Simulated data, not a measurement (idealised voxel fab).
Module name: voxel transistor to metal (process module)
Section cut is 185 nm wide and gridded with 5 nm square cells.
Notation: cross-section as square-cell grid; stated in bands, top first, going down; one or more cell rows per band. Basically the band line says how high the top is and how high the bottom is, in nm, and then what's in it from left to right, every material with its width in nm. Empty space shows up as "blank", and if a single material carries "all across" it runs the full band edge to edge. All heights in this document are referenced to 0, defined as the level beneath which the wafer, as received, consists entirely of one material. The lowest band is not bounded below; it extends indefinitely downward and is written in the form "top 0, no bottom". Graded width ("30->40"): value in top row of band = first number; value in bottom row = second number; row-to-row change constant. A step reported as "same as before" is a step in which no cell of the cross-section changed. If an empty space has no open way to the top and is at least 8 cells in size, "Enclosed void inventory" lists it, written width x height at distance, where distance is measured from the left edge and every value is in nm. Where a step's line continues beyond its settings, the continuation is a remark by the simulator itself on that step. The line of a step may include "overlay nm". On a step with a mask, this value is how far to the right of its planned place the mask lay. A negative value means the mask lay to the left.

PROCESS STEPS FORESEEN IN THE PLAN
step 1: RECEIVE: material Si
step 2: OXIDIZE: depth nm 5
step 3: CONFORMAL_DEP: material SiN, thk nm 10
step 4: DIRECTIONAL_DEP: material aC, thk nm 10
step 5: PATTERN: tone cover, mask id ACTIVE, material resist, width nm 105, thk nm 25, overlay nm 0
step 6: DIRECTIONAL_ETCH: etch materials aC, depth nm 10
step 7: STRIP: etch materials resist
step 8: DIRECTIONAL_ETCH: etch materials SiN, depth nm 10
step 9: DIRECTIONAL_ETCH: etch materials SiO2, depth nm 5
step 10: DIRECTIONAL_ETCH: etch materials Si, depth nm 35
step 11: STRIP: etch materials aC
step 12: OXIDIZE: depth nm 5
step 13: FILL_DEP: material SiO2, thk nm 5
step 14: CMP: height nm 10
step 15: SELECTIVE_ETCH: etch materials SiO2, depth nm 5
step 16: STRIP: etch materials SiN
step 17: SELECTIVE_ETCH: etch materials SiO2, depth nm 5
step 18: OXIDIZE: depth nm 5
step 19: DIRECTIONAL_DEP: material polySi, thk nm 30
step 20: DIRECTIONAL_DEP: material SiCN, thk nm 10
step 21: PATTERN: tone cover, mask id GATE, material resist, width nm 25, thk nm 20, overlay nm 0
step 22: DIRECTIONAL_ETCH: etch materials SiCN, depth nm 20
step 23: DIRECTIONAL_ETCH: etch materials polySi, depth nm 40
step 24: STRIP: etch materials resist
step 25: CONFORMAL_DEP: material SiO2, thk nm 5
step 26: DIRECTIONAL_ETCH: etch materials SiO2, depth nm 5
step 27: CONFORMAL_DEP: material SiN, thk nm 5
step 28: DIRECTIONAL_ETCH: etch materials SiN, depth nm 5
step 29: DIRECTIONAL_ETCH: etch materials SiO2, depth nm 5
step 30: DIRECTIONAL_ETCH: etch materials Si, depth nm 10
step 31: EPI: material nSi, thk nm 10
step 32: FILL_DEP: material SiO2, thk nm 10
step 33: CMP: height nm 35
step 34: DIRECTIONAL_DEP: material SiO2, thk nm 15
step 35: PATTERN: tone open, mask id CONTACT, material resist, width nm 20, pitch nm 75, thk nm 15, overlay nm 0
step 36: DIRECTIONAL_ETCH: etch materials SiO2, depth nm 60
step 37: STRIP: etch materials resist
step 38: CONFORMAL_DEP: material TiN, thk nm 5
step 39: FILL_DEP: material Ru, thk nm 5
step 40: CMP: height nm 50
step 41: DIRECTIONAL_DEP: material TiN, thk nm 5
step 42: DIRECTIONAL_DEP: material W, thk nm 15
step 43: DIRECTIONAL_DEP: material aC, thk nm 15
step 44: PATTERN: tone cover, mask id METAL_1, material resist, width nm 20, pitch nm 75, thk nm 35, overlay nm 0
step 45: DIRECTIONAL_ETCH: etch materials aC, depth nm 15
step 46: STRIP: etch materials resist
step 47: DIRECTIONAL_ETCH: etch materials W, depth nm 15
step 48: DIRECTIONAL_ETCH: etch materials TiN, depth nm 5
step 49: STRIP: etch materials aC
step 50: CONFORMAL_DEP: material SiN, thk nm 5
step 51: FILL_DEP: material lowk, thk nm 10
step 52: CMP: height nm 70
step 53: CONFORMAL_DEP: material SiCN, thk nm 5
step 54: DIRECTIONAL_DEP: material SiO2, thk nm 35
step 55: MASKED_ETCH: tone open, mask id METAL_2, width nm 20, pitch nm 75, etch materials SiO2, depth nm 20, overlay nm 0
step 56: MASKED_ETCH: tone open, mask id METAL_2_HOLES, width nm 15, pitch nm 75, etch materials SiO2, depth nm 15, overlay nm 0
step 57: MASKED_ETCH: tone open, mask id METAL_2_HOLES, width nm 15, pitch nm 75, etch materials SiCN, depth nm 5, overlay nm 0
step 58: CONFORMAL_DEP: material TiN, thk nm 5
step 59: FILL_DEP: material Ru, thk nm 5
step 60: CMP: height nm 110
step 61: CONFORMAL_DEP: material SiN, thk nm 5

FIRST OF TWO WAFERS - AS PLANNED

WAFER AT RECEIPT (POST STEP 1), CROSS-SECTION
> top 0, no bottom = Si all across
> Enclosed void inventory: none

THE WAFER, SEEN IN CROSS-SECTION, AFTER STEP 2
> top 0, bottom -5 = SiO2 all across
> All layers under -5 are left as they were.

THE WAFER, SEEN IN CROSS-SECTION, AFTER STEP 3
> top 10, bottom 0 = SiN all across
> All layers under 0 are left as they were.

THE WAFER, SEEN IN CROSS-SECTION, AFTER STEP 4
> top 20, bottom 10 = aC all across
> All layers under 10 are left as they were.

THE WAFER, SEEN IN CROSS-SECTION, AFTER STEP 5
> top 45, bottom 20 = blank 40, resist 105, blank 40
> All layers under 20 are left as they were.

THE WAFER, SEEN IN CROSS-SECTION, AFTER STEP 6
> top 35, bottom 20 = blank 40, resist 105, blank 40
> top 20, bottom 10 = blank 40, aC 105, blank 40
> All layers under 10 are left as they were.

THE WAFER, SEEN IN CROSS-SECTION, AFTER STEP 7
> top 20, bottom 10 = blank 40, aC 105, blank 40
> All layers under 10 are left as they were.

THE WAFER, SEEN IN CROSS-SECTION, AFTER STEP 8
> top 20, bottom 10 = blank 40, aC 105, blank 40
> top 10, bottom 0 = blank 40, SiN 105, blank 40
> All layers under 0 are left as they were.

THE WAFER, SEEN IN CROSS-SECTION, AFTER STEP 9
> top 20, bottom 10 = blank 40, aC 105, blank 40
> top 10, bottom 0 = blank 40, SiN 105, blank 40
> top 0, bottom -5 = blank 40, SiO2 105, blank 40
> All layers under -5 are left as they were.

THE WAFER, SEEN IN CROSS-SECTION, AFTER STEP 10
> top 20, bottom 10 = blank 40, aC 105, blank 40
> top 10, bottom 0 = blank 40, SiN 105, blank 40
> top 0, bottom -5 = blank 40, SiO2 105, blank 40
> top -5, bottom -40 = blank 40, Si 105, blank 40
> All layers under -40 are left as they were.

THE WAFER, SEEN IN CROSS-SECTION, AFTER STEP 11
> top 10, bottom 0 = blank 40, SiN 105, blank 40
> All layers under 0 are left as they were.

THE WAFER, SEEN IN CROSS-SECTION, AFTER STEP 12
> top 10, bottom 0 = blank 40, SiN 105, blank 40
> top 0, bottom -5 = blank 40, SiO2 105, blank 40
> top -5, bottom -40 = blank 40, SiO2 5, Si 95, SiO2 5, blank 40
> top -40, bottom -45 = SiO2 45, Si 95, SiO2 45
> All layers under -45 are left as they were.

THE WAFER, SEEN IN CROSS-SECTION, AFTER STEP 13
> top 15, bottom 10 = SiO2 all across
> top 10, bottom 0 = SiO2 40, SiN 105, SiO2 40
> top 0, bottom -5 = SiO2 all across
> top -5, bottom -45 = SiO2 45, Si 95, SiO2 45
> All layers under -45 are left as they were.

THE WAFER, SEEN IN CROSS-SECTION, AFTER STEP 14
> top 10, bottom 0 = SiO2 40, SiN 105, SiO2 40
> All layers under 0 are left as they were.

THE WAFER, SEEN IN CROSS-SECTION, AFTER STEP 15
> top 10, bottom 5 = blank 40, SiN 105, blank 40
> All layers under 5 are left as they were.

THE WAFER, SEEN IN CROSS-SECTION, AFTER STEP 16
> top 5, bottom 0 = SiO2 40, blank 105, SiO2 40
> All layers under 0 are left as they were.

THE WAFER, SEEN IN CROSS-SECTION, AFTER STEP 17
> top 0, bottom -5 = SiO2 35, blank 115, SiO2 35
> All layers under -5 are left as they were.

THE WAFER, SEEN IN CROSS-SECTION, AFTER STEP 18
> top 0, bottom -5 = SiO2 35, blank 115, SiO2 35
> top -5, bottom -10 = SiO2 all across
> All layers under -10 are left as they were.

THE WAFER, SEEN IN CROSS-SECTION, AFTER STEP 19
> top 30, bottom 25 = polySi 35, blank 115, polySi 35
> top 25, bottom 0 = polySi all across
> top 0, bottom -5 = SiO2 35, polySi 115, SiO2 35
> All layers under -5 are left as they were.

THE WAFER, SEEN IN CROSS-SECTION, AFTER STEP 20
> top 40, bottom 35 = SiCN 35, blank 115, SiCN 35
> top 35, bottom 30 = SiCN all across
> top 30, bottom 25 = polySi 35, SiCN 115, polySi 35
> All layers under 25 are left as they were.

THE WAFER, SEEN IN CROSS-SECTION, AFTER STEP 21
> top 60, bottom 40 = blank 80, resist 25, blank 80
> top 40, bottom 35 = SiCN 35, blank 45, resist 25, blank 45, SiCN 35
> All layers under 35 are left as they were.

THE WAFER, SEEN IN CROSS-SECTION, AFTER STEP 22
> top 60, bottom 35 = blank 80, resist 25, blank 80
> top 35, bottom 30 = blank 80, SiCN 25, blank 80
> top 30, bottom 25 = polySi 35, blank 45, SiCN 25, blank 45, polySi 35
> All layers under 25 are left as they were.

THE WAFER, SEEN IN CROSS-SECTION, AFTER STEP 23
> top 60, bottom 35 = blank 80, resist 25, blank 80
> top 35, bottom 25 = blank 80, SiCN 25, blank 80
> top 25, bottom 0 = blank 80, polySi 25, blank 80
> top 0, bottom -5 = SiO2 35, blank 45, polySi 25, blank 45, SiO2 35
> All layers under -5 are left as they were.

THE WAFER, SEEN IN CROSS-SECTION, AFTER STEP 24
> top 35, bottom 25 = blank 80, SiCN 25, blank 80
> All layers under 25 are left as they were.

THE WAFER, SEEN IN CROSS-SECTION, AFTER STEP 25
> top 40, bottom 35 = blank 75, SiO2 35, blank 75
> top 35, bottom 25 = blank 75, SiO2 5, SiCN 25, SiO2 5, blank 75
> top 25, bottom 5 = blank 75, SiO2 5, polySi 25, SiO2 5, blank 75
> top 5, bottom 0 = SiO2 40, blank 35, SiO2 5, polySi 25, SiO2 5, blank 35, SiO2 40
> top 0, bottom -5 = SiO2 80, polySi 25, SiO2 80
> All layers under -5 are left as they were.

THE WAFER, SEEN IN CROSS-SECTION, AFTER STEP 26
> top 35, bottom 25 = blank 75, SiO2 5, SiCN 25, SiO2 5, blank 75
> top 25, bottom 0 = blank 75, SiO2 5, polySi 25, SiO2 5, blank 75
> top 0, bottom -5 = SiO2 40, blank 35, SiO2 5, polySi 25, SiO2 5, blank 35, SiO2 40
> All layers under -5 are left as they were.

THE WAFER, SEEN IN CROSS-SECTION, AFTER STEP 27
> top 40, bottom 35 = blank 70, SiN 45, blank 70
> top 35, bottom 25 = blank 70, SiN 5, SiO2 5, SiCN 25, SiO2 5, SiN 5, blank 70
> top 25, bottom 5 = blank 70, SiN 5, SiO2 5, polySi 25, SiO2 5, SiN 5, blank 70
> top 5, bottom 0 = SiN 45, blank 25, SiN 5, SiO2 5, polySi 25, SiO2 5, SiN 5, blank 25, SiN 45
> top 0, bottom -5 = SiO2 40, SiN 35, SiO2 5, polySi 25, SiO2 5, SiN 35, SiO2 40
> All layers under -5 are left as they were.

THE WAFER, SEEN IN CROSS-SECTION, AFTER STEP 28
> top 35, bottom 25 = blank 70, SiN 5, SiO2 5, SiCN 25, SiO2 5, SiN 5, blank 70
> top 25, bottom 0 = blank 70, SiN 5, SiO2 5, polySi 25, SiO2 5, SiN 5, blank 70
> top 0, bottom -5 = SiO2 40, SiN 5, blank 25, SiN 5, SiO2 5, polySi 25, SiO2 5, SiN 5, blank 25, SiN 5, SiO2 40
> All layers under -5 are left as they were.

THE WAFER, SEEN IN CROSS-SECTION, AFTER STEP 29
> top 35, bottom 30 = blank 70, SiN 5, blank 5, SiCN 25, blank 5, SiN 5, blank 70
> top 30, bottom 25 = blank 70, SiN 5, SiO2 5, SiCN 25, SiO2 5, SiN 5, blank 70
> top 25, bottom 0 = blank 70, SiN 5, SiO2 5, polySi 25, SiO2 5, SiN 5, blank 70
> top 0, bottom -5 = blank 40, SiN 5, blank 25, SiN 5, SiO2 5, polySi 25, SiO2 5, SiN 5, blank 25, SiN 5, blank 40
> top -5, bottom -10 = SiO2 45, blank 25, SiO2 45, blank 25, SiO2 45
> All layers under -10 are left as they were.

THE WAFER, SEEN IN CROSS-SECTION, AFTER STEP 30
> top 35, bottom 30 = blank 70, SiN 5, blank 5, SiCN 25, blank 5, SiN 5, blank 70
> top 30, bottom 25 = blank 70, SiN 5, SiO2 5, SiCN 25, SiO2 5, SiN 5, blank 70
> top 25, bottom 0 = blank 70, SiN 5, SiO2 5, polySi 25, SiO2 5, SiN 5, blank 70
> top 0, bottom -5 = blank 40, SiN 5, blank 25, SiN 5, SiO2 5, polySi 25, SiO2 5, SiN 5, blank 25, SiN 5, blank 40
> top -5, bottom -10 = SiO2 45, blank 25, SiO2 45, blank 25, SiO2 45
> top -10, bottom -20 = SiO2 45, blank 25, Si 45, blank 25, SiO2 45
> All layers under -20 are left as they were.

THE WAFER, SEEN IN CROSS-SECTION, AFTER STEP 31
> top 35, bottom 30 = blank 70, SiN 5, blank 5, SiCN 25, blank 5, SiN 5, blank 70
> top 30, bottom 25 = blank 70, SiN 5, SiO2 5, SiCN 25, SiO2 5, SiN 5, blank 70
> top 25, bottom 0 = blank 70, SiN 5, SiO2 5, polySi 25, SiO2 5, SiN 5, blank 70
> top 0, bottom -5 = blank 40, SiN 5, blank 15, nSi 10, SiN 5, SiO2 5, polySi 25, SiO2 5, SiN 5, nSi 10, blank 15, SiN 5, blank 40
> top -5, bottom -10 = SiO2 45, blank 15, nSi 10, SiO2 45, nSi 10, blank 15, SiO2 45
> top -10, bottom -20 = SiO2 45, nSi 25, Si 45, nSi 25, SiO2 45
> All layers under -20 are left as they were.

THE WAFER, SEEN IN CROSS-SECTION, AFTER STEP 32
> top 45, bottom 35 = SiO2 all across
> top 35, bottom 25 = SiO2 70, SiN 5, SiO2 5, SiCN 25, SiO2 5, SiN 5, SiO2 70
> top 25, bottom 0 = SiO2 70, SiN 5, SiO2 5, polySi 25, SiO2 5, SiN 5, SiO2 70
> top 0, bottom -5 = SiO2 40, SiN 5, SiO2 15, nSi 10, SiN 5, SiO2 5, polySi 25, SiO2 5, SiN 5, nSi 10, SiO2 15, SiN 5, SiO2 40
> top -5, bottom -10 = SiO2 60, nSi 10, SiO2 45, nSi 10, SiO2 60
> All layers under -10 are left as they were.

THE WAFER, SEEN IN CROSS-SECTION, AFTER STEP 33
> top 35, bottom 25 = SiO2 70, SiN 5, SiO2 5, SiCN 25, SiO2 5, SiN 5, SiO2 70
> All layers under 25 are left as they were.

THE WAFER, SEEN IN CROSS-SECTION, AFTER STEP 34
> top 50, bottom 35 = SiO2 all across
> All layers under 35 are left as they were.

THE WAFER, SEEN IN CROSS-SECTION, AFTER STEP 35
> top 65, bottom 50 = resist 45, blank 20, resist 55, blank 20, resist 45
> All layers under 50 are left as they were.

THE WAFER, SEEN IN CROSS-SECTION, AFTER STEP 36
> top 65, bottom 50 = resist 45, blank 20, resist 55, blank 20, resist 45
> top 50, bottom 35 = SiO2 45, blank 20, SiO2 55, blank 20, SiO2 45
> top 35, bottom 25 = SiO2 45, blank 20, SiO2 5, SiN 5, SiO2 5, SiCN 25, SiO2 5, SiN 5, SiO2 5, blank 20, SiO2 45
> top 25, bottom 0 = SiO2 45, blank 20, SiO2 5, SiN 5, SiO2 5, polySi 25, SiO2 5, SiN 5, SiO2 5, blank 20, SiO2 45
> top 0, bottom -5 = SiO2 40, SiN 5, blank 15, nSi 10, SiN 5, SiO2 5, polySi 25, SiO2 5, SiN 5, nSi 10, blank 15, SiN 5, SiO2 40
> top -5, bottom -10 = SiO2 45, blank 15, nSi 10, SiO2 45, nSi 10, blank 15, SiO2 45
> All layers under -10 are left as they were.

THE WAFER, SEEN IN CROSS-SECTION, AFTER STEP 37
> top 50, bottom 35 = SiO2 45, blank 20, SiO2 55, blank 20, SiO2 45
> All layers under 35 are left as they were.

THE WAFER, SEEN IN CROSS-SECTION, AFTER STEP 38
> top 55, bottom 50 = TiN 50, blank 10, TiN 65, blank 10, TiN 50
> top 50, bottom 35 = SiO2 45, TiN 5, blank 10, TiN 5, SiO2 55, TiN 5, blank 10, TiN 5, SiO2 45
> top 35, bottom 25 = SiO2 45, TiN 5, blank 10, TiN 5, SiO2 5, SiN 5, SiO2 5, SiCN 25, SiO2 5, SiN 5, SiO2 5, TiN 5, blank 10, TiN 5, SiO2 45
> top 25, bottom 5 = SiO2 45, TiN 5, blank 10, TiN 5, SiO2 5, SiN 5, SiO2 5, polySi 25, SiO2 5, SiN 5, SiO2 5, TiN 5, blank 10, TiN 5, SiO2 45
> top 5, bottom 0 = SiO2 45, TiN 5, blank 5, TiN 10, SiO2 5, SiN 5, SiO2 5, polySi 25, SiO2 5, SiN 5, SiO2 5, TiN 10, blank 5, TiN 5, SiO2 45
> top 0, bottom -5 = SiO2 40, SiN 5, TiN 5, blank 5, TiN 5, nSi 10, SiN 5, SiO2 5, polySi 25, SiO2 5, SiN 5, nSi 10, TiN 5, blank 5, TiN 5, SiN 5, SiO2 40
> top -5, bottom -10 = SiO2 45, TiN 15, nSi 10, SiO2 45, nSi 10, TiN 15, SiO2 45
> All layers under -10 are left as they were.

THE WAFER, SEEN IN CROSS-SECTION, AFTER STEP 39
> top 60, bottom 55 = Ru all across
> top 55, bottom 50 = TiN 50, Ru 10, TiN 65, Ru 10, TiN 50
> top 50, bottom 35 = SiO2 45, TiN 5, Ru 10, TiN 5, SiO2 55, TiN 5, Ru 10, TiN 5, SiO2 45
> top 35, bottom 25 = SiO2 45, TiN 5, Ru 10, TiN 5, SiO2 5, SiN 5, SiO2 5, SiCN 25, SiO2 5, SiN 5, SiO2 5, TiN 5, Ru 10, TiN 5, SiO2 45
> top 25, bottom 5 = SiO2 45, TiN 5, Ru 10, TiN 5, SiO2 5, SiN 5, SiO2 5, polySi 25, SiO2 5, SiN 5, SiO2 5, TiN 5, Ru 10, TiN 5, SiO2 45
> top 5, bottom 0 = SiO2 45, TiN 5, Ru 5, TiN 10, SiO2 5, SiN 5, SiO2 5, polySi 25, SiO2 5, SiN 5, SiO2 5, TiN 10, Ru 5, TiN 5, SiO2 45
> top 0, bottom -5 = SiO2 40, SiN 5, TiN 5, Ru 5, TiN 5, nSi 10, SiN 5, SiO2 5, polySi 25, SiO2 5, SiN 5, nSi 10, TiN 5, Ru 5, TiN 5, SiN 5, SiO2 40
> All layers under -5 are left as they were.

THE WAFER, SEEN IN CROSS-SECTION, AFTER STEP 40
> top 50, bottom 35 = SiO2 45, TiN 5, Ru 10, TiN 5, SiO2 55, TiN 5, Ru 10, TiN 5, SiO2 45
> All layers under 35 are left as they were.

THE WAFER, SEEN IN CROSS-SECTION, AFTER STEP 41
> top 55, bottom 50 = TiN all across
> All layers under 50 are left as they were.

THE WAFER, SEEN IN CROSS-SECTION, AFTER STEP 42
> top 70, bottom 55 = W all across
> All layers under 55 are left as they were.

THE WAFER, SEEN IN CROSS-SECTION, AFTER STEP 43
> top 85, bottom 70 = aC all across
> All layers under 70 are left as they were.

THE WAFER, SEEN IN CROSS-SECTION, AFTER STEP 44
> top 120, bottom 85 = blank 45, resist 20, blank 55, resist 20, blank 45
> All layers under 85 are left as they were.

THE WAFER, SEEN IN CROSS-SECTION, AFTER STEP 45
> top 105, bottom 85 = blank 45, resist 20, blank 55, resist 20, blank 45
> top 85, bottom 70 = blank 45, aC 20, blank 55, aC 20, blank 45
> All layers under 70 are left as they were.

THE WAFER, SEEN IN CROSS-SECTION, AFTER STEP 46
> top 85, bottom 70 = blank 45, aC 20, blank 55, aC 20, blank 45
> All layers under 70 are left as they were.

THE WAFER, SEEN IN CROSS-SECTION, AFTER STEP 47
> top 85, bottom 70 = blank 45, aC 20, blank 55, aC 20, blank 45
> top 70, bottom 55 = blank 45, W 20, blank 55, W 20, blank 45
> All layers under 55 are left as they were.

THE WAFER, SEEN IN CROSS-SECTION, AFTER STEP 48
> top 85, bottom 70 = blank 45, aC 20, blank 55, aC 20, blank 45
> top 70, bottom 55 = blank 45, W 20, blank 55, W 20, blank 45
> top 55, bottom 50 = blank 45, TiN 20, blank 55, TiN 20, blank 45
> All layers under 50 are left as they were.

THE WAFER, SEEN IN CROSS-SECTION, AFTER STEP 49
> top 70, bottom 55 = blank 45, W 20, blank 55, W 20, blank 45
> All layers under 55 are left as they were.

THE WAFER, SEEN IN CROSS-SECTION, AFTER STEP 50
> top 75, bottom 70 = blank 40, SiN 30, blank 45, SiN 30, blank 40
> top 70, bottom 55 = blank 40, SiN 5, W 20, SiN 5, blank 45, SiN 5, W 20, SiN 5, blank 40
> top 55, bottom 50 = SiN 45, TiN 20, SiN 55, TiN 20, SiN 45
> All layers under 50 are left as they were.

THE WAFER, SEEN IN CROSS-SECTION, AFTER STEP 51
> top 85, bottom 75 = lowk all across
> top 75, bottom 70 = lowk 40, SiN 30, lowk 45, SiN 30, lowk 40
> top 70, bottom 55 = lowk 40, SiN 5, W 20, SiN 5, lowk 45, SiN 5, W 20, SiN 5, lowk 40
> All layers under 55 are left as they were.

THE WAFER, SEEN IN CROSS-SECTION, AFTER STEP 52
> top 70, bottom 55 = lowk 40, SiN 5, W 20, SiN 5, lowk 45, SiN 5, W 20, SiN 5, lowk 40
> All layers under 55 are left as they were.

THE WAFER, SEEN IN CROSS-SECTION, AFTER STEP 53
> top 75, bottom 70 = SiCN all across
> All layers under 70 are left as they were.

THE WAFER, SEEN IN CROSS-SECTION, AFTER STEP 54
> top 110, bottom 75 = SiO2 all across
> All layers under 75 are left as they were.

THE WAFER, SEEN IN CROSS-SECTION, AFTER STEP 55
> top 110, bottom 90 = SiO2 45, blank 20, SiO2 55, blank 20, SiO2 45
> All layers under 90 are left as they were.

THE WAFER, SEEN IN CROSS-SECTION, AFTER STEP 56
> top 110, bottom 90 = SiO2 45, blank 20, SiO2 55, blank 20, SiO2 45
> top 90, bottom 75 = SiO2 45, blank 15, SiO2 60, blank 15, SiO2 50
> All layers under 75 are left as they were.

THE WAFER, SEEN IN CROSS-SECTION, AFTER STEP 57
> top 110, bottom 90 = SiO2 45, blank 20, SiO2 55, blank 20, SiO2 45
> top 90, bottom 75 = SiO2 45, blank 15, SiO2 60, blank 15, SiO2 50
> top 75, bottom 70 = SiCN 45, blank 15, SiCN 60, blank 15, SiCN 50
> All layers under 70 are left as they were.

THE WAFER, SEEN IN CROSS-SECTION, AFTER STEP 58
> top 115, bottom 110 = TiN 50, blank 10, TiN 65, blank 10, TiN 50
> top 110, bottom 95 = SiO2 45, TiN 5, blank 10, TiN 5, SiO2 55, TiN 5, blank 10, TiN 5, SiO2 45
> top 95, bottom 90 = SiO2 45, TiN 5, blank 5, TiN 10, SiO2 55, TiN 5, blank 5, TiN 10, SiO2 45
> top 90, bottom 75 = SiO2 45, TiN 5, blank 5, TiN 5, SiO2 60, TiN 5, blank 5, TiN 5, SiO2 50
> top 75, bottom 70 = SiCN 45, TiN 15, SiCN 60, TiN 15, SiCN 50
> All layers under 70 are left as they were.

THE WAFER, SEEN IN CROSS-SECTION, AFTER STEP 59
> top 120, bottom 115 = Ru all across
> top 115, bottom 110 = TiN 50, Ru 10, TiN 65, Ru 10, TiN 50
> top 110, bottom 95 = SiO2 45, TiN 5, Ru 10, TiN 5, SiO2 55, TiN 5, Ru 10, TiN 5, SiO2 45
> top 95, bottom 90 = SiO2 45, TiN 5, Ru 5, TiN 10, SiO2 55, TiN 5, Ru 5, TiN 10, SiO2 45
> top 90, bottom 75 = SiO2 45, TiN 5, Ru 5, TiN 5, SiO2 60, TiN 5, Ru 5, TiN 5, SiO2 50
> All layers under 75 are left as they were.

THE WAFER, SEEN IN CROSS-SECTION, AFTER STEP 60
> top 110, bottom 95 = SiO2 45, TiN 5, Ru 10, TiN 5, SiO2 55, TiN 5, Ru 10, TiN 5, SiO2 45
> All layers under 95 are left as they were.

THE WAFER, SEEN IN CROSS-SECTION, AFTER STEP 61
> top 115, bottom 110 = SiN all across
> All layers under 110 are left as they were.

SECOND WAFER. START AND PLAN AS FOR THE FIRST. ONE MISTAKE MADE IN RUNNING. AGREES WITH THE FIRST UP TO AND INCLUDING STEP 51

X-SECTION, SECOND WAFER, WHEN STEP 52 WAS DUE TO FINISH
> top 75, bottom 70 = lowk 40, SiN 30, lowk 45, SiN 30, lowk 40
> All layers under 70 are left as they were.

X-SECTION, SECOND WAFER, WHEN STEP 53 WAS DUE TO FINISH
> top 80, bottom 75 = SiCN all across
> All layers under 75 are left as they were.

X-SECTION, SECOND WAFER, WHEN STEP 54 WAS DUE TO FINISH
> top 115, bottom 80 = SiO2 all across
> All layers under 80 are left as they were.

X-SECTION, SECOND WAFER, WHEN STEP 55 WAS DUE TO FINISH
> top 115, bottom 95 = SiO2 45, blank 20, SiO2 55, blank 20, SiO2 45
> All layers under 95 are left as they were.

X-SECTION, SECOND WAFER, WHEN STEP 56 WAS DUE TO FINISH
> top 115, bottom 95 = SiO2 45, blank 20, SiO2 55, blank 20, SiO2 45
> top 95, bottom 80 = SiO2 45, blank 15, SiO2 60, blank 15, SiO2 50
> All layers under 80 are left as they were.

X-SECTION, SECOND WAFER, WHEN STEP 57 WAS DUE TO FINISH
> top 115, bottom 95 = SiO2 45, blank 20, SiO2 55, blank 20, SiO2 45
> top 95, bottom 80 = SiO2 45, blank 15, SiO2 60, blank 15, SiO2 50
> top 80, bottom 75 = SiCN 45, blank 15, SiCN 60, blank 15, SiCN 50
> All layers under 75 are left as they were.

X-SECTION, SECOND WAFER, WHEN STEP 58 WAS DUE TO FINISH
> top 120, bottom 115 = TiN 50, blank 10, TiN 65, blank 10, TiN 50
> top 115, bottom 100 = SiO2 45, TiN 5, blank 10, TiN 5, SiO2 55, TiN 5, blank 10, TiN 5, SiO2 45
> top 100, bottom 95 = SiO2 45, TiN 5, blank 5, TiN 10, SiO2 55, TiN 5, blank 5, TiN 10, SiO2 45
> top 95, bottom 80 = SiO2 45, TiN 5, blank 5, TiN 5, SiO2 60, TiN 5, blank 5, TiN 5, SiO2 50
> top 80, bottom 75 = SiCN 45, TiN 15, SiCN 60, TiN 15, SiCN 50
> All layers under 75 are left as they were.

X-SECTION, SECOND WAFER, WHEN STEP 59 WAS DUE TO FINISH
> top 125, bottom 120 = Ru all across
> top 120, bottom 115 = TiN 50, Ru 10, TiN 65, Ru 10, TiN 50
> top 115, bottom 100 = SiO2 45, TiN 5, Ru 10, TiN 5, SiO2 55, TiN 5, Ru 10, TiN 5, SiO2 45
> top 100, bottom 95 = SiO2 45, TiN 5, Ru 5, TiN 10, SiO2 55, TiN 5, Ru 5, TiN 10, SiO2 45
> top 95, bottom 80 = SiO2 45, TiN 5, Ru 5, TiN 5, SiO2 60, TiN 5, Ru 5, TiN 5, SiO2 50
> All layers under 80 are left as they were.

X-SECTION, SECOND WAFER, WHEN STEP 60 WAS DUE TO FINISH
> top 110, bottom 100 = SiO2 45, TiN 5, Ru 10, TiN 5, SiO2 55, TiN 5, Ru 10, TiN 5, SiO2 45
> All layers under 100 are left as they were.

X-SECTION, SECOND WAFER, WHEN STEP 61 WAS DUE TO FINISH
> top 115, bottom 110 = SiN all across
> All layers under 110 are left as they were.
Finding, execution versus plan: note that step 52 departed from the planned setting and was carried out as CMP: height nm 75
In the final state, the cell counts of the second wafer exceed or fall short of those of the first for the following materials: Ru -4; SiN +12; SiO2 -29; TiN -4; lowk +25
